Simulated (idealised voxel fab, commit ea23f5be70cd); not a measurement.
Process module heading - voxel wiring stack
For reference, the cross-section in this document is cut, with width 215 nm and square cells of 5 nm.
If you're reading a cross-section in this doc, picture square cells in a grid; it comes to you as bands, top ones listed first down to the bottom, and a band can be one or more rows of cells. Read a band's entry like this: the first values are the height of its top and the height of its bottom in nm, and what follows is the sequence of materials from left to right, each with its width in nm. Note that "empty" is empty space, and that a single material marked "everywhere" reaches across the band from edge to edge. Heights are reckoned from 0. Under this level, the received wafer is all of one material. The bottommost band is open-ended downward, for example "0 down". The two numbers in a width such as "30->40" mark its ends across the band: the first belongs to the top row of cells, the second to the bottom row, and from each row to the next the width moves by the same amount. Any step labelled "no modification" changed none of the cells in the cross-section. Closed empty spaces (no open way to the top) of 8 cells or more are what "Voids lacking openings" lists, each as width x height at distance from the left edge, nm for all three. Past the settings on a step's line: simulator remark, on that step. overlay nm: where the mask lay relative to plan, measured to the right, on steps with a mask; negatives go left.

STEPS IN THE PROCESS PLAN
| 1 | RECEIVE | material Si |
| 2 | CONFORMAL_DEP | material SiO2 | thk nm 15 |
| 3 | DIRECTIONAL_DEP | material TiN | thk nm 5 |
| 4 | DIRECTIONAL_DEP | material Ru | thk nm 20 |
| 5 | MASKED_ETCH | tone cover | mask id METAL_1 | width nm 25 | pitch nm 55 | etch materials Ru | depth nm 20 | overlay nm 0 |
| 6 | MASKED_ETCH | tone cover | mask id METAL_1 | width nm 25 | pitch nm 55 | etch materials TiN | depth nm 5 | overlay nm 0 |
| 7 | CONFORMAL_DEP | material SiN | thk nm 5 |
| 8 | FILL_DEP | material lowk | thk nm 5 |
| 9 | CMP | height nm 40 |
| 10 | CONFORMAL_DEP | material SiCN | thk nm 5 |
| 11 | DIRECTIONAL_DEP | material SiO2 | thk nm 30 |
| 12 | PATTERN | tone open | mask id METAL_2 | material resist | width nm 25 | pitch nm 55 | thk nm 15 | overlay nm -15 |
| 13 | DIRECTIONAL_ETCH | etch materials SiO2 | depth nm 20 |
| 14 | STRIP | etch materials resist |
| 15 | DIRECTIONAL_DEP | material aC | thk nm 15 |
| 16 | PATTERN | tone open | mask id METAL_2_HOLES | material resist | width nm 15 | pitch nm 55 | thk nm 30 | overlay nm 0 |
| 17 | DIRECTIONAL_ETCH | etch materials aC | depth nm 15 |
| 18 | STRIP | etch materials resist |
| 19 | DIRECTIONAL_ETCH | etch materials SiO2 | depth nm 10 |
| 20 | DIRECTIONAL_ETCH | etch materials SiCN | depth nm 5 |
| 21 | STRIP | etch materials aC |
| 22 | CONFORMAL_DEP | material TiN | thk nm 5 |
| 23 | FILL_DEP | material Cu | thk nm 10 |
| 24 | CMP | height nm 75 |
| 25 | CONFORMAL_DEP | material SiCN | thk nm 5 |
The plan shows the overlay nm of step 12 as the first wafer had it; this setting differs between the wafers, which start out alike.

CUT THROUGH THE FIRST OF SEVERAL WAFERS AS RECEIVED, POST STEP 1
    0 down: Si everywhere
    Voids lacking openings: none

TABULATED BELOW, WAFER BY WAFER, ARE THE END-OF-MODULE RESULTS: FOR EACH MATERIAL, THE NUMBER OF CELLS GAINED (+) OR LOST (-) RELATIVE TO THE AS-RECEIVED STATE, FOLLOWED BY THE CLOSED VOIDS
overlay nm -15; +30 Cu; +60 Ru; +80 SiCN; +52 SiN; +309 SiO2; +69 TiN; +88 lowk; Voids lacking openings: none
overlay nm -10; +36 Cu; +60 Ru; +77 SiCN; +52 SiN; +309 SiO2; +66 TiN; +88 lowk; Voids lacking openings: none
overlay nm -5; +36 Cu; +60 Ru; +77 SiCN; +52 SiN; +309 SiO2; +66 TiN; +88 lowk; Voids lacking openings: none
overlay nm 0; +36 Cu; +60 Ru; +77 SiCN; +52 SiN; +309 SiO2; +66 TiN; +88 lowk; Voids lacking openings: none
overlay nm 5; +30 Cu; +60 Ru; +80 SiCN; +52 SiN; +309 SiO2; +69 TiN; +88 lowk; Voids lacking openings: none
overlay nm 10; +33 Cu; +60 Ru; +83 SiCN; +52 SiN; +309 SiO2; +63 TiN; +88 lowk; Voids lacking openings: none
overlay nm 15; +36 Cu; +60 Ru; +86 SiCN; +52 SiN; +309 SiO2; +57 TiN; +88 lowk; Voids lacking openings: none
